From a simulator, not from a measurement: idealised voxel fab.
This section sets out a process module, namely voxel gate over fins.
This is section cut - it's 140 nm across, gridded in 5 nm square cells.
In what follows, cross-sections appear as grids of square cells, described through bands that run from the top down, where every band is one or more rows of cells. A band entry consists of two parts. The first gives the height of the band's top and the height of its bottom, in nm. The rest lists the band's materials from left to right, each with its width in nm. A single material labelled with the word "full width" fills the band from edge to edge, and the word "blank" marks empty space. Height is counted from the level 0, under which the received wafer is composed throughout of one material. The lowest of the bands is not closed at the bottom but continues downward, in the notation "0 and below". The notation "30 to 40" denotes a width that varies across the rows of cells in the band, beginning at the first number in the top row, finishing at the second number in the bottom row, and changing by an identical amount from each row to the next. "same as before" after a step means that no cell of the cross-section changed. Entry "Sealed void listing". Content: empty spaces with no open connection to the top, size 8 cells or greater. Each: width x height at distance. Distance: from left edge. Unit: nm. What comes after the settings on a step's line is commentary from the simulator itself on that step. The line of a step may include "overlay nm". On a step with a mask, this value is how far to the right of its planned place the mask lay. A negative value means the mask lay to the left.

Planned process steps
1 RECEIVE [material Si]
2 CONFORMAL_DEP [material SiN] [thk nm 5]
3 PATTERN [tone cover] [mask id FINS] [material resist] [width nm 15] [pitch nm 40] [thk nm 20] [overlay nm 0]
4 DIRECTIONAL_ETCH [etch materials SiN] [depth nm 5]
5 DIRECTIONAL_ETCH [etch materials Si] [depth nm 40]
6 STRIP [etch materials resist]
7 FILL_DEP [material SiO2] [thk nm 10]
8 CMP [height nm 5]
9 SELECTIVE_ETCH [etch materials SiO2] [depth nm 20]
10 STRIP [etch materials SiN]
11 CONFORMAL_DEP [material HfO2] [thk nm 5]
12 CONFORMAL_DEP [material TiN] [thk nm 5]
13 CONFORMAL_DEP [material TiAl] [thk nm 5]
14 CONFORMAL_DEP [material TiN] [thk nm 5]
15 FILL_DEP [material W] [thk nm 10]
16 CMP [height nm 25]
17 CONFORMAL_DEP [material SiCN] [thk nm 5]

Cross-sectional view of the wafer in its as-received condition, corresponding to the state after step 1
  0 and below  Si full width
  Sealed void listing: none

End-of-module XS, first of two wafers, run as planned
  30 down to 25  SiCN full width
  25 down to 20  W full width
  20 down to 15  W: 20, then TiN: 95, then W: 25
  15 down to 10  W: 20, then TiN: 5, then TiAl: 85, then TiN: 5, then W: 25
  10 down to 5  W: 20, then TiN: 5, then TiAl: 5, then TiN: 35, then TiAl: 5, then TiN: 35, then TiAl: 5, then TiN: 5, then W: 25
  5 down to 0  TiN: 25, then TiAl: 5, then TiN: 5, then HfO2: 25, then TiN: 5, then TiAl: 5, then TiN: 5, then HfO2: 25, then TiN: 5, then TiAl: 5, then TiN: 30
  0 down to -5  TiAl: 30, then TiN: 5, then HfO2: 5, then Si: 15, then HfO2: 5, then TiN: 5, then TiAl: 5, then TiN: 5, then HfO2: 5, then Si: 15, then HfO2: 5, then TiN: 5, then TiAl: 35
  -5 down to -10  TiN: 35, then HfO2: 5, then Si: 15, then HfO2: 5, then TiN: 15, then HfO2: 5, then Si: 15, then HfO2: 5, then TiN: 40
  -10 down to -15  HfO2: 40, then Si: 15, then HfO2: 25, then Si: 15, then HfO2: 45
  -15 down to -40  SiO2: 40, then Si: 15, then SiO2: 25, then Si: 15, then SiO2: 45
  -40 and below  Si full width
  Sealed void listing: none

Second of two wafers, module complete, sectioned: it shares the first wafer's start and plan but was run with one mistake
  30 down to 25  SiCN full width
  25 down to 20  W full width
  20 down to 15  W: 20, then TiN: 95, then W: 25
  15 down to 10  W: 20, then TiN: 5, then TiAl: 85, then TiN: 5, then W: 25
  10 down to 5  W: 20, then TiN: 5, then TiAl: 5, then TiN: 35, then TiAl: 5, then TiN: 35, then TiAl: 5, then TiN: 5, then W: 25
  5 down to 0  W: 20, then TiN: 5, then TiAl: 5, then TiN: 5, then HfO2: 25, then TiN: 5, then TiAl: 5, then TiN: 5, then HfO2: 25, then TiN: 5, then TiAl: 5, then TiN: 5, then W: 25
  0 down to -15  W: 20, then TiN: 5, then TiAl: 5, then TiN: 5, then HfO2: 5, then Si: 15, then HfO2: 5, then TiN: 5, then TiAl: 5, then TiN: 5, then HfO2: 5, then Si: 15, then HfO2: 5, then TiN: 5, then TiAl: 5, then TiN: 5, then W: 25
  -15 down to -20  TiN: 25, then TiAl: 5, then TiN: 5, then HfO2: 5, then Si: 15, then HfO2: 5, then TiN: 5, then TiAl: 5, then TiN: 5, then HfO2: 5, then Si: 15, then HfO2: 5, then TiN: 5, then TiAl: 5, then TiN: 30
  -20 down to -25  TiAl: 30, then TiN: 5, then HfO2: 5, then Si: 15, then HfO2: 5, then TiN: 5, then TiAl: 5, then TiN: 5, then HfO2: 5, then Si: 15, then HfO2: 5, then TiN: 5, then TiAl: 35
  -25 down to -30  TiN: 35, then HfO2: 5, then Si: 15, then HfO2: 5, then TiN: 15, then HfO2: 5, then Si: 15, then HfO2: 5, then TiN: 40
  -30 down to -35  HfO2: 40, then Si: 15, then HfO2: 25, then Si: 15, then HfO2: 45
  -35 down to -40  SiO2: 40, then Si: 15, then SiO2: 25, then Si: 15, then SiO2: 45
  -40 and below  Si full width
  Sealed void listing: none
Nonconformance to the process plan: heads up, step 9 of the plan got done twice
Per the end-of-run cell counts, the second wafer holds more or fewer of some materials than the first: 16 more of HfO2 | 88 fewer of SiO2 | 12 more of TiAl | 24 more of TiN | 36 more of W
